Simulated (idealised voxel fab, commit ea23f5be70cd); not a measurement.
process module | voxel fin reveal
cross-section cut | 205 nm wide | cells 5 nm
A cross-section is a grid of square cells, given in bands from the top down. A band is one or more rows of cells.
Each band's line starts with the height of the band's top and of its bottom, in nm. Then come its materials from left to right, each with its width in nm. One material with "throughout" fills the band from edge to edge. "air" is empty space.
Height 0 is the level under which the wafer as received is all one material. The lowest band goes on downwards, as in "0 down".
A width such as "30 to 40" changes by the same amount from each row of cells to the next, from the band's top row to its bottom row.
"no change" after a step means that no cell of the cross-section changed.
closed voids: empty space of 8 cells or more with no open way to the top, each as width x height at its distance from the left edge, in nm
after a step's settings: what the simulator itself notes on the step
overlay nm, on a step with a mask: how far to the right of its planned place the mask lay; to the left if negative
plan
1 op RECEIVE | material Si
2 op CONFORMAL_DEP | material SiN | thk nm 5
3 op DIRECTIONAL_DEP | material aC | thk nm 15
4 op PATTERN | tone cover | mask id FINS | material resist | width nm 15 | pitch nm 40 | thk nm 30 | overlay nm 0
5 op DIRECTIONAL_ETCH | etch materials aC | depth nm 15
6 op STRIP | etch materials resist
7 op DIRECTIONAL_ETCH | etch materials SiN | depth nm 5
8 op DIRECTIONAL_ETCH | etch materials Si | depth nm 40
9 op STRIP | etch materials aC
10 op OXIDIZE | depth nm 5
11 op FILL_DEP | material SiO2 | thk nm 15
12 op CMP | height nm 5
13 op SELECTIVE_ETCH | etch materials SiO2 | depth nm 30
14 op STRIP | etch materials SiN
15 op CONFORMAL_DEP | material HfO2 | thk nm 5
as received, after step 1
  0 down: Si throughout
  closed voids: none
first wafer at the end, as planned
  5 to 0: air 55 | HfO2 15 | air 25 | HfO2 15 | air 25 | HfO2 15 | air 55
  0 to -20: air 55 | HfO2 5 | Si 5 | HfO2 5 | air 25 | HfO2 5 | Si 5 | HfO2 5 | air 25 | HfO2 5 | Si 5 | HfO2 5 | air 55
  -20 to -25: HfO2 60 | Si 5 | HfO2 35 | Si 5 | HfO2 35 | Si 5 | HfO2 60
  -25 to -45: SiO2 60 | Si 5 | SiO2 35 | Si 5 | SiO2 35 | Si 5 | SiO2 60
  -45 down: Si throughout
  closed voids: none
second wafer at the end: like start, like plan, one mistake
  5 to 0: air 50 | HfO2 25 | air 15 | HfO2 25 | air 15 | HfO2 25 | air 50
  0 to -20: air 50 | HfO2 5 | Si 15 | HfO2 5 | air 15 | HfO2 5 | Si 15 | HfO2 5 | air 15 | HfO2 5 | Si 15 | HfO2 5 | air 50
  -20 to -25: HfO2 55 | Si 15 | HfO2 25 | Si 15 | HfO2 25 | Si 15 | HfO2 55
  -25 to -45: SiO2 55 | Si 15 | SiO2 25 | Si 15 | SiO2 25 | Si 15 | SiO2 55
  -45 down: Si throughout
  closed voids: none
what went wrong: step 4 ran as: op PATTERN | tone cover | mask id FINS | material resist | width nm 25 | pitch nm 40 | thk nm 30 | overlay nm 0
at the end the second wafer has, in cells: 54 more of Si | 24 fewer of SiO2
